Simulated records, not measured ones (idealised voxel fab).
voxel transistor to metal: a process module
The width of the displayed cross-section, cut, is 300 nm; its cells are square, with a size of 5 nm.
This document writes a cross-section as a grid whose cells are square, and gives it as bands, listed from the top down; one or more rows of cells form a band.
The entry gives the band's vertical extent as a top height and a bottom height in nm, then its horizontal make-up as materials from left to right, each with a width in nm. "air" stands for empty space; a single material marked "full width" fills the band edge to edge.
For the purposes of this specification, 0 denotes the height below which the wafer in its as-received condition is composed wholly of one material, and the lowermost band, lacking a lower limit, extends downward without end, as expressed in "0 down".
The notation "30..40" denotes a width that varies across the rows of cells in the band, beginning at the first number in the top row, finishing at the second number in the bottom row, and changing by an identical amount from each row to the next.
Basically "remained unchanged" means that step didn't change any cell in the cross-section.
The entry "Closed void catalog" lists the empty spaces that cover at least 8 cells and have no open path to the top. Each is written as width x height at distance, where the distance is measured from the left edge and all three values are in nm.
Where a step's line continues beyond its settings, the continuation is a remark by the simulator itself on that step.
overlay nm: right-of-plan distance of the mask on a masked step; negative values mean left-of-plan.

Here's what the planned process steps look like:
- 1: RECEIVE with material Si
- 2: CONFORMAL_DEP with material SiO2, thk nm 5
- 3: CONFORMAL_DEP with material SiN, thk nm 15
- 4: PATTERN with tone cover, mask id ACTIVE, material resist, width nm 100, pitch nm 125, thk nm 15, overlay nm 0
- 5: DIRECTIONAL_ETCH with etch materials SiN, depth nm 15
- 6: DIRECTIONAL_ETCH with etch materials SiO2, depth nm 5
- 7: DIRECTIONAL_ETCH with etch materials Si, depth nm 20
- 8: STRIP with etch materials resist
- 9: FILL_DEP with material SiO2, thk nm 10
- 10: CMP with height nm 20
- 11: SELECTIVE_ETCH with etch materials SiO2, depth nm 15
- 12: STRIP with etch materials SiN
- 13: SELECTIVE_ETCH with etch materials SiO2, depth nm 5
- 14: OXIDIZE with depth nm 5
- 15: DIRECTIONAL_DEP with material polySi, thk nm 30
- 16: DIRECTIONAL_DEP with material SiCN, thk nm 10
- 17: PATTERN with tone cover, mask id GATE, material resist, width nm 20, pitch nm 125, thk nm 20, overlay nm 0
- 18: DIRECTIONAL_ETCH with etch materials SiCN, depth nm 20
- 19: DIRECTIONAL_ETCH with etch materials polySi, depth nm 40
- 20: STRIP with etch materials resist
- 21: CONFORMAL_DEP with material SiO2, thk nm 5
- 22: DIRECTIONAL_ETCH with etch materials SiO2, depth nm 5
- 23: CONFORMAL_DEP with material SiN, thk nm 5
- 24: DIRECTIONAL_ETCH with etch materials SiN, depth nm 5
- 25: DIRECTIONAL_ETCH with etch materials SiO2, depth nm 5
- 26: DIRECTIONAL_ETCH with etch materials Si, depth nm 10
- 27: EPI with material pSi, thk nm 15
- 28: FILL_DEP with material SiO2, thk nm 10
- 29: CMP with height nm 40
- 30: DIRECTIONAL_DEP with material SiO2, thk nm 10
- 31: PATTERN with tone open, mask id CONTACT, material resist, width nm 30, thk nm 20, overlay nm 0
- 32: DIRECTIONAL_ETCH with etch materials SiO2, depth nm 50
- 33: STRIP with etch materials resist
- 34: CONFORMAL_DEP with material TiN, thk nm 5
- 35: FILL_DEP with material Ru, thk nm 5
- 36: CMP with height nm 50
- 37: DIRECTIONAL_DEP with material TiN, thk nm 5
- 38: DIRECTIONAL_DEP with material W, thk nm 25
- 39: DIRECTIONAL_DEP with material aC, thk nm 10
- 40: PATTERN with tone cover, mask id METAL_1, material resist, width nm 15, thk nm 30, overlay nm 0
- 41: DIRECTIONAL_ETCH with etch materials aC, depth nm 10
- 42: STRIP with etch materials resist
- 43: DIRECTIONAL_ETCH with etch materials W, depth nm 25
- 44: DIRECTIONAL_ETCH with etch materials TiN, depth nm 5
- 45: STRIP with etch materials aC
- 46: CONFORMAL_DEP with material SiCN, thk nm 5
- 47: FILL_DEP with material SiO2, thk nm 10
- 48: CMP with height nm 80
- 49: CONFORMAL_DEP with material SiCN, thk nm 5

Cross-section of the wafer as it came to us, i.e., already through step 1:
- 0 down | Si full width
- Closed void catalog: none

The first of the two wafers as seen in cross-section once the module was finished; processing followed the plan:
- 85 to 80 | SiCN full width
- 80 to 55 | 35 of SiO2, 5 of SiCN, 15 of W, 5 of SiCN, 50 of SiO2, 5 of SiCN, 15 of W, 5 of SiCN, 25 of SiO2, 5 of SiCN, 15 of W, 5 of SiCN, 50 of SiO2, 5 of SiCN, 15 of W, 5 of SiCN, 40 of SiO2
- 55 to 50 | 40 of SiCN, 15 of TiN, 60 of SiCN, 15 of TiN, 35 of SiCN, 15 of TiN, 60 of SiCN, 15 of TiN, 45 of SiCN
- 50 to 40 | 40 of SiO2, 5 of TiN, 20..15 of Ru, 5..10 of TiN, 30 of SiO2, 5..10 of TiN, 20..15 of Ru, 5 of TiN, 35 of SiO2, 5 of TiN, 20..15 of Ru, 5..10 of TiN, 30 of SiO2, 5..10 of TiN, 20..15 of Ru, 5 of TiN, 45 of SiO2
- 40 to 30 | 40 of SiO2, 5 of TiN, 15 of Ru, 5 of TiN, 5 of SiN, 5 of SiO2, 20 of SiCN, 5 of SiO2, 5 of SiN, 5 of TiN, 15 of Ru, 5 of TiN, 35 of SiO2, 5 of TiN, 15 of Ru, 5 of TiN, 5 of SiN, 5 of SiO2, 20 of SiCN, 5 of SiO2, 5 of SiN, 5 of TiN, 15 of Ru, 5 of TiN, 45 of SiO2
- 30 to 15 | 40 of SiO2, 5 of TiN, 15 of Ru, 5 of TiN, 5 of SiN, 5 of SiO2, 20 of polySi, 5 of SiO2, 5 of SiN, 5 of TiN, 15 of Ru, 5 of TiN, 35 of SiO2, 5 of TiN, 15 of Ru, 5 of TiN, 5 of SiN, 5 of SiO2, 20 of polySi, 5 of SiO2, 5 of SiN, 5 of TiN, 15 of Ru, 5 of TiN, 45 of SiO2
- 15 to 10 | 40 of SiO2, 25 of TiN, 5 of SiN, 5 of SiO2, 20 of polySi, 5 of SiO2, 5 of SiN, 25 of TiN, 35 of SiO2, 25 of TiN, 5 of SiN, 5 of SiO2, 20 of polySi, 5 of SiO2, 5 of SiN, 25 of TiN, 45 of SiO2
- 10 to 0 | 40 of SiO2, 10 of TiN, 15 of pSi, 5 of SiN, 5 of SiO2, 20 of polySi, 5 of SiO2, 5 of SiN, 15 of pSi, 10 of TiN, 35 of SiO2, 10 of TiN, 15 of pSi, 5 of SiN, 5 of SiO2, 20 of polySi, 5 of SiO2, 5 of SiN, 15 of pSi, 10 of TiN, 45 of SiO2
- 0 to -5 | 30 of SiO2, 35 of pSi, 40 of SiO2, 35 of pSi, 15 of SiO2, 35 of pSi, 40 of SiO2, 35 of pSi, 35 of SiO2
- -5 to -15 | 35 of SiO2, 30 of pSi, 40 of Si, 30 of pSi, 25 of SiO2, 30 of pSi, 40 of Si, 30 of pSi, 40 of SiO2
- -15 to -20 | 35 of SiO2, 100 of Si, 25 of SiO2, 100 of Si, 40 of SiO2
- -20 down | Si full width
- Closed void catalog: none

This cross-section belongs to the second wafer of two at the end of the module; the start and the plan were shared with the first, and the run included one mistake:
- 85 to 80 | SiCN full width
- 80 to 55 | 35 of SiO2, 5 of SiCN, 15 of W, 5 of SiCN, 50 of SiO2, 5 of SiCN, 15 of W, 5 of SiCN, 25 of SiO2, 5 of SiCN, 15 of W, 5 of SiCN, 50 of SiO2, 5 of SiCN, 15 of W, 5 of SiCN, 40 of SiO2
- 55 to 50 | 40 of SiCN, 15 of TiN, 60 of SiCN, 15 of TiN, 35 of SiCN, 15 of TiN, 60 of SiCN, 15 of TiN, 45 of SiCN
- 50 to 40 | 40 of SiO2, 5 of TiN, 20 of Ru, 5 of TiN, 30 of SiO2, 5 of TiN, 20 of Ru, 5 of TiN, 35 of SiO2, 5 of TiN, 20 of Ru, 5 of TiN, 30 of SiO2, 5 of TiN, 20 of Ru, 5 of TiN, 45 of SiO2
- 40 to 30 | 40 of SiO2, 5 of TiN, 20 of Ru, 5 of TiN, 5 of SiO2, 20 of SiCN, 5 of SiO2, 5 of TiN, 20 of Ru, 5 of TiN, 35 of SiO2, 5 of TiN, 20 of Ru, 5 of TiN, 5 of SiO2, 20 of SiCN, 5 of SiO2, 5 of TiN, 20 of Ru, 5 of TiN, 45 of SiO2
- 30 to 15 | 40 of SiO2, 5 of TiN, 20 of Ru, 5 of TiN, 5 of SiO2, 20 of polySi, 5 of SiO2, 5 of TiN, 20 of Ru, 5 of TiN, 35 of SiO2, 5 of TiN, 20 of Ru, 5 of TiN, 5 of SiO2, 20 of polySi, 5 of SiO2, 5 of TiN, 20 of Ru, 5 of TiN, 45 of SiO2
- 15 to 10 | 40 of SiO2, 5 of TiN, 5 of Ru, 20 of TiN, 5 of SiO2, 20 of polySi, 5 of SiO2, 20 of TiN, 5 of Ru, 5 of TiN, 35 of SiO2, 5 of TiN, 5 of Ru, 20 of TiN, 5 of SiO2, 20 of polySi, 5 of SiO2, 20 of TiN, 5 of Ru, 5 of TiN, 45 of SiO2
- 10 to 5 | 40 of SiO2, 5 of TiN, 5 of Ru, 5 of TiN, 15 of pSi, 5 of SiO2, 20 of polySi, 5 of SiO2, 15 of pSi, 5 of TiN, 5 of Ru, 5 of TiN, 35 of SiO2, 5 of TiN, 5 of Ru, 5 of TiN, 15 of pSi, 5 of SiO2, 20 of polySi, 5 of SiO2, 15 of pSi, 5 of TiN, 5 of Ru, 5 of TiN, 45 of SiO2
- 5 to 0 | 40 of SiO2, 15 of TiN, 15 of pSi, 5 of SiO2, 20 of polySi, 5 of SiO2, 15 of pSi, 15 of TiN, 35 of SiO2, 15 of TiN, 15 of pSi, 5 of SiO2, 20 of polySi, 5 of SiO2, 15 of pSi, 15 of TiN, 45 of SiO2
- 0 to -5 | 30 of SiO2, 40 of pSi, 30 of SiO2, 40 of pSi, 15 of SiO2, 40 of pSi, 30 of SiO2, 40 of pSi, 35 of SiO2
- -5 to -15 | 35 of SiO2, 35 of pSi, 30 of Si, 35 of pSi, 25 of SiO2, 35 of pSi, 30 of Si, 35 of pSi, 40 of SiO2
- -15 to -20 | 35 of SiO2, 100 of Si, 25 of SiO2, 100 of Si, 40 of SiO2
- -20 down | Si full width
- Closed void catalog: none
Processing error: the run left out plan step 23 entirely, so it was never executed
at the end the second wafer has, in cells: Ru +32 | Si -8 | SiN -32 | SiO2 -4 | pSi +12
